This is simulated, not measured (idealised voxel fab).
Presented below is a process module, voxel gate over fins.
Section cut is 235 nm wide and gridded with 5 nm square cells.
Cross-section format: a grid of square cells, given as bands from top to bottom; each band is one or more rows of cells.
This entry defines a band. It first specifies the height of the band's top and the height of its bottom in nm, and then specifies the band's materials from left to right, stating each material with its width in nm. The word "edge to edge" identifies a single material that fills the band from edge to edge, while the word "empty" identifies empty space.
Basically, 0 is our baseline, since under it the wafer straight out of the box is all one material. The bottom band has no lower end and keeps on going down, so it looks like "top 0, no bottom".
Graded width ("30->40"): value in top row of band = first number; value in bottom row = second number; row-to-row change constant.
Step marked "all unchanged"? Then no cell in the cross-section changed in it.
For the entry "Closed internal cavities", the listed items are empty spaces with no open way to the top whose size is 8 cells or more; each item follows the pattern width x height at distance, where distance is from the left edge and all three are in nm.
Read whatever lies past the settings on a step's line as the simulator's own remark about the step.
overlay nm: mask offset rightward from planned place, masked step; negative means leftward offset.
Below is the list of planned process steps:
1) RECEIVE (material Si)
2) CONFORMAL_DEP (material SiN; thk nm 5)
3) PATTERN (tone cover; mask id FINS; material resist; width nm 15; pitch nm 50; thk nm 20; overlay nm 0)
4) DIRECTIONAL_ETCH (etch materials SiN; depth nm 5)
5) DIRECTIONAL_ETCH (etch materials Si; depth nm 30)
6) STRIP (etch materials resist)
7) FILL_DEP (material SiO2; thk nm 5)
8) CMP (height nm 5)
9) PATTERN (tone open; mask id RAIL; material resist; width nm 15; thk nm 20; overlay nm 0)
10) DIRECTIONAL_ETCH (etch materials SiO2; depth nm 30)
11) STRIP (etch materials resist)
12) CONFORMAL_DEP (material TiN; thk nm 5)
13) FILL_DEP (material Ru; thk nm 5)
14) CMP (height nm 5)
15) SELECTIVE_ETCH (etch materials W Ru TiN; depth nm 20)
16) FILL_DEP (material SiO2; thk nm 5)
17) CMP (height nm 5)
18) SELECTIVE_ETCH (etch materials SiO2; depth nm 15)
19) STRIP (etch materials SiN)
20) CONFORMAL_DEP (material HfO2; thk nm 5)
21) CONFORMAL_DEP (material TiN; thk nm 5)
22) CONFORMAL_DEP (material TiAl; thk nm 5)
23) CONFORMAL_DEP (material TiN; thk nm 5)
24) FILL_DEP (material W; thk nm 15)
25) CMP (height nm 30)
26) CONFORMAL_DEP (material SiN; thk nm 10)
The first of a set of two wafers, run to plan:
Step 1 complete: cross-section of the wafer as received:
	top 0, no bottom: Si edge to edge
	Closed internal cavities: none
Cross-section of the wafer subsequent to step 2:
	top 5, bottom 0: SiN edge to edge
	Below 0, the layers are the same as they were.
Cross-section of the wafer subsequent to step 3:
	top 25, bottom 5: 85 empty, then 15 resist, then 35 empty, then 15 resist, then 85 empty
	Below 5, the layers are the same as they were.
Cross-section of the wafer subsequent to step 4:
	top 25, bottom 5: 85 empty, then 15 resist, then 35 empty, then 15 resist, then 85 empty
	top 5, bottom 0: 85 empty, then 15 SiN, then 35 empty, then 15 SiN, then 85 empty
	Below 0, the layers are the same as they were.
Cross-section of the wafer subsequent to step 5:
	top 25, bottom 5: 85 empty, then 15 resist, then 35 empty, then 15 resist, then 85 empty
	top 5, bottom 0: 85 empty, then 15 SiN, then 35 empty, then 15 SiN, then 85 empty
	top 0, bottom -30: 85 empty, then 15 Si, then 35 empty, then 15 Si, then 85 empty
	Below -30, the layers are the same as they were.
Cross-section of the wafer subsequent to step 6:
	top 5, bottom 0: 85 empty, then 15 SiN, then 35 empty, then 15 SiN, then 85 empty
	Below 0, the layers are the same as they were.
Cross-section of the wafer subsequent to step 7:
	top 10, bottom 5: SiO2 edge to edge
	top 5, bottom 0: 85 SiO2, then 15 SiN, then 35 SiO2, then 15 SiN, then 85 SiO2
	top 0, bottom -30: 85 SiO2, then 15 Si, then 35 SiO2, then 15 Si, then 85 SiO2
	Below -30, the layers are the same as they were.
Cross-section of the wafer subsequent to step 8:
	top 5, bottom 0: 85 SiO2, then 15 SiN, then 35 SiO2, then 15 SiN, then 85 SiO2
	Below 0, the layers are the same as they were.
Cross-section of the wafer subsequent to step 9:
	top 25, bottom 5: 110 resist, then 15 empty, then 110 resist
	Below 5, the layers are the same as they were.
Cross-section of the wafer subsequent to step 10:
	top 25, bottom 5: 110 resist, then 15 empty, then 110 resist
	top 5, bottom 0: 85 SiO2, then 15 SiN, then 10 SiO2, then 15 empty, then 10 SiO2, then 15 SiN, then 85 SiO2
	top 0, bottom -25: 85 SiO2, then 15 Si, then 10 SiO2, then 15 empty, then 10 SiO2, then 15 Si, then 85 SiO2
	Below -25, the layers are the same as they were.
Cross-section of the wafer subsequent to step 11:
	top 5, bottom 0: 85 SiO2, then 15 SiN, then 10 SiO2, then 15 empty, then 10 SiO2, then 15 SiN, then 85 SiO2
	Below 0, the layers are the same as they were.
Cross-section of the wafer subsequent to step 12:
	top 10, bottom 5: 115 TiN, then 5 empty, then 115 TiN
	top 5, bottom 0: 85 SiO2, then 15 SiN, then 10 SiO2, then 5 TiN, then 5 empty, then 5 TiN, then 10 SiO2, then 15 SiN, then 85 SiO2
	top 0, bottom -20: 85 SiO2, then 15 Si, then 10 SiO2, then 5 TiN, then 5 empty, then 5 TiN, then 10 SiO2, then 15 Si, then 85 SiO2
	top -20, bottom -25: 85 SiO2, then 15 Si, then 10 SiO2, then 15 TiN, then 10 SiO2, then 15 Si, then 85 SiO2
	Below -25, the layers are the same as they were.
Cross-section of the wafer subsequent to step 13:
	top 15, bottom 10: Ru edge to edge
	top 10, bottom 5: 115 TiN, then 5 Ru, then 115 TiN
	top 5, bottom 0: 85 SiO2, then 15 SiN, then 10 SiO2, then 5 TiN, then 5 Ru, then 5 TiN, then 10 SiO2, then 15 SiN, then 85 SiO2
	top 0, bottom -20: 85 SiO2, then 15 Si, then 10 SiO2, then 5 TiN, then 5 Ru, then 5 TiN, then 10 SiO2, then 15 Si, then 85 SiO2
	Below -20, the layers are the same as they were.
Cross-section of the wafer subsequent to step 14:
	top 5, bottom 0: 85 SiO2, then 15 SiN, then 10 SiO2, then 5 TiN, then 5 Ru, then 5 TiN, then 10 SiO2, then 15 SiN, then 85 SiO2
	Below 0, the layers are the same as they were.
Cross-section of the wafer subsequent to step 15:
	top 5, bottom 0: 85 SiO2, then 15 SiN, then 10 SiO2, then 15 empty, then 10 SiO2, then 15 SiN, then 85 SiO2
	top 0, bottom -15: 85 SiO2, then 15 Si, then 10 SiO2, then 15 empty, then 10 SiO2, then 15 Si, then 85 SiO2
	Below -15, the layers are the same as they were.
Cross-section of the wafer subsequent to step 16:
	top 10, bottom 5: SiO2 edge to edge
	top 5, bottom 0: 85 SiO2, then 15 SiN, then 35 SiO2, then 15 SiN, then 85 SiO2
	top 0, bottom -15: 85 SiO2, then 15 Si, then 35 SiO2, then 15 Si, then 85 SiO2
	Below -15, the layers are the same as they were.
Cross-section of the wafer subsequent to step 17:
	top 5, bottom 0: 85 SiO2, then 15 SiN, then 35 SiO2, then 15 SiN, then 85 SiO2
	Below 0, the layers are the same as they were.
Cross-section of the wafer subsequent to step 18:
	top 5, bottom 0: 85 empty, then 15 SiN, then 35 empty, then 15 SiN, then 85 empty
	top 0, bottom -10: 85 empty, then 15 Si, then 35 empty, then 15 Si, then 85 empty
	Below -10, the layers are the same as they were.
Cross-section of the wafer subsequent to step 19:
	top 0, bottom -10: 85 empty, then 15 Si, then 35 empty, then 15 Si, then 85 empty
	Below -10, the layers are the same as they were.
Cross-section of the wafer subsequent to step 20:
	top 5, bottom 0: 80 empty, then 25 HfO2, then 25 empty, then 25 HfO2, then 80 empty
	top 0, bottom -5: 80 empty, then 5 HfO2, then 15 Si, then 5 HfO2, then 25 empty, then 5 HfO2, then 15 Si, then 5 HfO2, then 80 empty
	top -5, bottom -10: 85 HfO2, then 15 Si, then 35 HfO2, then 15 Si, then 85 HfO2
	Below -10, the layers are the same as they were.
Cross-section of the wafer subsequent to step 21:
	top 10, bottom 5: 75 empty, then 35 TiN, then 15 empty, then 35 TiN, then 75 empty
	top 5, bottom 0: 75 empty, then 5 TiN, then 25 HfO2, then 5 TiN, then 15 empty, then 5 TiN, then 25 HfO2, then 5 TiN, then 75 empty
	top 0, bottom -5: 80 TiN, then 5 HfO2, then 15 Si, then 5 HfO2, then 25 TiN, then 5 HfO2, then 15 Si, then 5 HfO2, then 80 TiN
	Below -5, the layers are the same as they were.
Cross-section of the wafer subsequent to step 22:
	top 15, bottom 10: 70 empty, then 45 TiAl, then 5 empty, then 45 TiAl, then 70 empty
	top 10, bottom 5: 70 empty, then 5 TiAl, then 35 TiN, then 5 TiAl, then 5 empty, then 5 TiAl, then 35 TiN, then 5 TiAl, then 70 empty
	top 5, bottom 0: 75 TiAl, then 5 TiN, then 25 HfO2, then 5 TiN, then 15 TiAl, then 5 TiN, then 25 HfO2, then 5 TiN, then 75 TiAl
	Below 0, the layers are the same as they were.
Cross-section of the wafer subsequent to step 23:
	top 20, bottom 15: 65 empty, then 105 TiN, then 65 empty
	top 15, bottom 10: 65 empty, then 5 TiN, then 45 TiAl, then 5 TiN, then 45 TiAl, then 5 TiN, then 65 empty
	top 10, bottom 5: 70 TiN, then 5 TiAl, then 35 TiN, then 5 TiAl, then 5 TiN, then 5 TiAl, then 35 TiN, then 5 TiAl, then 70 TiN
	Below 5, the layers are the same as they were.
Cross-section of the wafer subsequent to step 24:
	top 35, bottom 20: W edge to edge
	top 20, bottom 15: 65 W, then 105 TiN, then 65 W
	top 15, bottom 10: 65 W, then 5 TiN, then 45 TiAl, then 5 TiN, then 45 TiAl, then 5 TiN, then 65 W
	Below 10, the layers are the same as they were.
Cross-section of the wafer subsequent to step 25:
	top 30, bottom 20: W edge to edge
	Below 20, the layers are the same as they were.
Cross-section of the wafer subsequent to step 26:
	top 40, bottom 30: SiN edge to edge
	Below 30, the layers are the same as they were.
Here the second wafer is described. Its start and its plan were those of the first wafer. Its run contained one mistake. Up to and including step 15, it did exactly what the first wafer did:
When step 16 should have ended:
	top 10, bottom 5: HfO2 edge to edge
	top 5, bottom 0: 85 SiO2, then 15 SiN, then 10 SiO2, then 15 HfO2, then 10 SiO2, then 15 SiN, then 85 SiO2
	top 0, bottom -15: 85 SiO2, then 15 Si, then 10 SiO2, then 15 HfO2, then 10 SiO2, then 15 Si, then 85 SiO2
	Below -15, the layers are the same as they were.
When step 17 should have ended:
	top 5, bottom 0: 85 SiO2, then 15 SiN, then 10 SiO2, then 15 HfO2, then 10 SiO2, then 15 SiN, then 85 SiO2
	Below 0, the layers are the same as they were.
When step 18 should have ended:
	top 5, bottom 0: 85 empty, then 15 SiN, then 10 empty, then 15 HfO2, then 10 empty, then 15 SiN, then 85 empty
	top 0, bottom -10: 85 empty, then 15 Si, then 10 empty, then 15 HfO2, then 10 empty, then 15 Si, then 85 empty
	Below -10, the layers are the same as they were.
When step 19 should have ended:
	top 5, bottom 0: 110 empty, then 15 HfO2, then 110 empty
	Below 0, the layers are the same as they were.
When step 20 should have ended:
	top 10, bottom 0: 105->80 empty, then 25->75 HfO2, then 105->80 empty
	top 0, bottom -5: 80 empty, then 5 HfO2, then 15 Si, then 35 HfO2, then 15 Si, then 5 HfO2, then 80 empty
	top -5, bottom -10: 85 HfO2, then 15 Si, then 35 HfO2, then 15 Si, then 85 HfO2
	Below -10, the layers are the same as they were.
When step 21 should have ended:
	top 15, bottom 10: 100 empty, then 35 TiN, then 100 empty
	top 10, bottom 0: 75 empty, then 30->5 TiN, then 25->75 HfO2, then 30->5 TiN, then 75 empty
	top 0, bottom -5: 80 TiN, then 5 HfO2, then 15 Si, then 35 HfO2, then 15 Si, then 5 HfO2, then 80 TiN
	Below -5, the layers are the same as they were.
When step 22 should have ended:
	top 20, bottom 15: 95 empty, then 45 TiAl, then 95 empty
	top 15, bottom 10: 70 empty, then 30 TiAl, then 35 TiN, then 30 TiAl, then 70 empty
	top 10, bottom 5: 70 empty, then 5 TiAl, then 30 TiN, then 25 HfO2, then 30 TiN, then 5 TiAl, then 70 empty
	top 5, bottom 0: 75 TiAl, then 5 TiN, then 75 HfO2, then 5 TiN, then 75 TiAl
	Below 0, the layers are the same as they were.
When step 23 should have ended:
	top 25, bottom 20: 90 empty, then 55 TiN, then 90 empty
	top 20, bottom 15: 65 empty, then 30 TiN, then 45 TiAl, then 30 TiN, then 65 empty
	top 15, bottom 10: 65 empty, then 5 TiN, then 30 TiAl, then 35 TiN, then 30 TiAl, then 5 TiN, then 65 empty
	top 10, bottom 5: 70 TiN, then 5 TiAl, then 30 TiN, then 25 HfO2, then 30 TiN, then 5 TiAl, then 70 TiN
	Below 5, the layers are the same as they were.
When step 24 should have ended:
	top 40, bottom 25: W edge to edge
	top 25, bottom 20: 90 W, then 55 TiN, then 90 W
	top 20, bottom 15: 65 W, then 30 TiN, then 45 TiAl, then 30 TiN, then 65 W
	top 15, bottom 10: 65 W, then 5 TiN, then 30 TiAl, then 35 TiN, then 30 TiAl, then 5 TiN, then 65 W
	Below 10, the layers are the same as they were.
When step 25 should have ended:
	top 30, bottom 25: W edge to edge
	Below 25, the layers are the same as they were.
When step 26 should have ended:
	top 40, bottom 30: SiN edge to edge
	Below 30, the layers are the same as they were.
It is concluded that the wafer was processed incorrectly with respect to the plan, in that not per plan at step 16, really ran FILL_DEP (material HfO2; thk nm 5)
The closing comparison, in cells, has the second wafer with more or fewer of some materials than the first: HfO2: 18 more; SiO2: 3 fewer; TiAl: 2 fewer; TiN: 2 fewer; W: 11 fewer
